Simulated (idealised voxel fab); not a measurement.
process module | voxel ribs on slabs
cross-section cut | 255 nm wide | cells 5 nm
A cross-section is a grid of square cells, given in bands from the top down. A band is one or more rows of cells.
Each band's line starts with the height of the band's top and of its bottom, in nm. Then come its materials from left to right, each with its width in nm. One material with "throughout" fills the band from edge to edge. "air" is empty space.
Height 0 is the level under which the wafer as received is all one material. The lowest band goes on downwards, as in "0 down".
A width such as "30 to 40" changes by the same amount from each row of cells to the next, from the band's top row to its bottom row.
"no change" after a step means that no cell of the cross-section changed.
closed voids: empty space of 8 cells or more with no open way to the top, each as width x height at its distance from the left edge, in nm
after a step's settings: what the simulator itself notes on the step
overlay nm, on a step with a mask: how far to the right of its planned place the mask lay; to the left if negative
plan
1 op RECEIVE | material Si
2 op DIRECTIONAL_DEP | material SiO2 | thk nm 30
3 op DIRECTIONAL_DEP | material SiN | thk nm 15
4 op MASKED_ETCH | tone cover | mask id RIB | width nm 20 | etch materials SiN | depth nm 5 | overlay nm 0
5 op PATTERN | tone cover | mask id SLAB | material resist | width nm 70 | thk nm 20 | overlay nm 0
6 op DIRECTIONAL_ETCH | etch materials SiN | depth nm 10
7 op STRIP | etch materials resist
8 op FILL_DEP | material SiO2 | thk nm 25
9 op CMP | height nm 60
10 op DIRECTIONAL_DEP | material W | thk nm 10
11 op DIRECTIONAL_DEP | material aC | thk nm 15
12 op PATTERN | tone cover | mask id HEATER | material resist | width nm 30 | thk nm 35 | overlay nm 0
13 op DIRECTIONAL_ETCH | etch materials aC | depth nm 15
14 op STRIP | etch materials resist
15 op DIRECTIONAL_ETCH | etch materials W | depth nm 10
16 op STRIP | etch materials aC
17 op CONFORMAL_DEP | material SiO2 | thk nm 5
first wafer, as planned
as received, after step 1
  0 down: Si throughout
  closed voids: none
after step 2
  30 to 0: SiO2 throughout
  below 0: unchanged
after step 3
  45 to 30: SiN throughout
  below 30: unchanged
after step 4
  45 to 40: air 115 | SiN 20 | air 120
  below 40: unchanged
after step 5
  65 to 45: air 90 | resist 70 | air 95
  45 to 40: air 90 | resist 25 | SiN 20 | resist 25 | air 95
  below 40: unchanged
after step 6
  65 to 45: air 90 | resist 70 | air 95
  45 to 40: air 90 | resist 25 | SiN 20 | resist 25 | air 95
  40 to 30: air 90 | SiN 70 | air 95
  below 30: unchanged
after step 7
  45 to 40: air 115 | SiN 20 | air 120
  below 40: unchanged
after step 8
  70 to 45: SiO2 throughout
  45 to 40: SiO2 115 | SiN 20 | SiO2 120
  40 to 30: SiO2 90 | SiN 70 | SiO2 95
  below 30: unchanged
after step 9
  60 to 45: SiO2 throughout
  below 45: unchanged
after step 10
  70 to 60: W throughout
  below 60: unchanged
after step 11
  85 to 70: aC throughout
  below 70: unchanged
after step 12
  120 to 85: air 110 | resist 30 | air 115
  below 85: unchanged
after step 13
  105 to 85: air 110 | resist 30 | air 115
  85 to 70: air 110 | aC 30 | air 115
  below 70: unchanged
after step 14
  85 to 70: air 110 | aC 30 | air 115
  below 70: unchanged
after step 15
  85 to 70: air 110 | aC 30 | air 115
  70 to 60: air 110 | W 30 | air 115
  below 60: unchanged
after step 16
  70 to 60: air 110 | W 30 | air 115
  below 60: unchanged
after step 17
  75 to 70: air 105 | SiO2 40 | air 110
  70 to 65: air 105 | SiO2 5 | W 30 | SiO2 5 | air 110
  65 to 60: SiO2 110 | W 30 | SiO2 115
  below 60: unchanged
second wafer: like start, like plan, one mistake. Through step 9 it matches the first wafer
when step 10 should have ended
  65 to 60: W throughout
  below 60: unchanged
when step 11 should have ended
  80 to 65: aC throughout
  below 65: unchanged
when step 12 should have ended
  115 to 80: air 110 | resist 30 | air 115
  below 80: unchanged
when step 13 should have ended
  100 to 80: air 110 | resist 30 | air 115
  80 to 65: air 110 | aC 30 | air 115
  below 65: unchanged
when step 14 should have ended
  80 to 65: air 110 | aC 30 | air 115
  below 65: unchanged
when step 15 should have ended
  80 to 65: air 110 | aC 30 | air 115
  65 to 60: air 110 | W 30 | air 115
  below 60: unchanged
when step 16 should have ended
  65 to 60: air 110 | W 30 | air 115
  below 60: unchanged
when step 17 should have ended
  70 to 65: air 105 | SiO2 40 | air 110
  65 to 60: SiO2 110 | W 30 | SiO2 115
  below 60: unchanged
what went wrong: step 10 ran as: op DIRECTIONAL_DEP | material W | thk nm 5
at the end the second wafer has, in cells: 2 fewer of SiO2 | 6 fewer of W
